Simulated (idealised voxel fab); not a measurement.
voxel air gaps: a process module
It is cross-section cut that appears here, measuring 215 nm in width, its square cells being 5 nm in size.
Cross-section spec: square-cell grid; bands listed top down; each band is one or more rows. In this notation a band is specified by the heights of its top and bottom, in that order and in nm, after which its materials appear from left to right, each paired with its width in nm. The word "everywhere" attached to a single material means that material fills the band from edge to edge; the word "air" stands for empty space. The level at which height equals 0 is the one under which the wafer, as it arrives, is entirely one material. No lower edge exists for the bottom band, which continues downward and is notated as in "0..down". Width spec "30 to 40" -> top row of cells at first value, bottom row at second value, equal per-row change in between. The designation "all unchanged", where it is given for a processing step, indicates that no cell of the cross-section was altered in the course of that step. Listed in "Sealed cavities": every empty space of 8 or more cells without an open way to the top. Form: width x height at distance, the distance being from the left edge, all in nm. Heads up: the bit after the settings on a step's line is the simulator's remark on that step. A step's line can hold "overlay nm"; with a mask on that step, the setting says how far right of the planned place the mask lay, while a negative setting says it lay to the left.

Intended process steps
1: RECEIVE (material Si)
2: CONFORMAL_DEP (material SiO2; thk nm 10)
3: CONFORMAL_DEP (material SiN; thk nm 5)
4: DIRECTIONAL_DEP (material SiO2; thk nm 35)
5: DIRECTIONAL_DEP (material aC; thk nm 10)
6: PATTERN (tone open; mask id LINES; material resist; width nm 25; pitch nm 55; thk nm 25; overlay nm 0)
7: DIRECTIONAL_ETCH (etch materials aC; depth nm 10)
8: STRIP (etch materials resist)
9: DIRECTIONAL_ETCH (etch materials SiO2; depth nm 35)
10: STRIP (etch materials aC)
11: CONFORMAL_DEP (material TiN; thk nm 5)
12: FILL_DEP (material Cu; thk nm 5)
13: CMP (height nm 50)
14: EPI (material Ru; thk nm 10)
15: SELECTIVE_ETCH (etch materials SiO2; depth nm 45)
16: CONFORMAL_DEP (material SiCN; thk nm 5)

Cross-section of the wafer as it came to us, i.e., already through step 1
    0..down | Si everywhere
    Sealed cavities: none

Post-module cross-section: identical start and plan to those above, one misstep in execution
    65..60 | SiCN everywhere
    60..50 | Ru everywhere
    50..45 | 45 TiN, then 15 Cu, then 40 TiN, then 15 Cu, then 40 TiN, then 15 Cu, then 45 TiN
    45..15 | 40 SiO2, then 5 TiN, then 15 Cu, then 5 TiN, then 30 SiO2, then 5 TiN, then 15 Cu, then 5 TiN, then 30 SiO2, then 5 TiN, then 15 Cu, then 5 TiN, then 40 SiO2
    15..10 | 40 SiO2, then 25 TiN, then 30 SiO2, then 25 TiN, then 30 SiO2, then 25 TiN, then 40 SiO2
    10..5 | SiN everywhere
    5..0 | SiO2 everywhere
    0..down | Si everywhere
    Sealed cavities: none
Run error: step 2, actual vs plan mismatch, actual run CONFORMAL_DEP (material SiO2; thk nm 5)
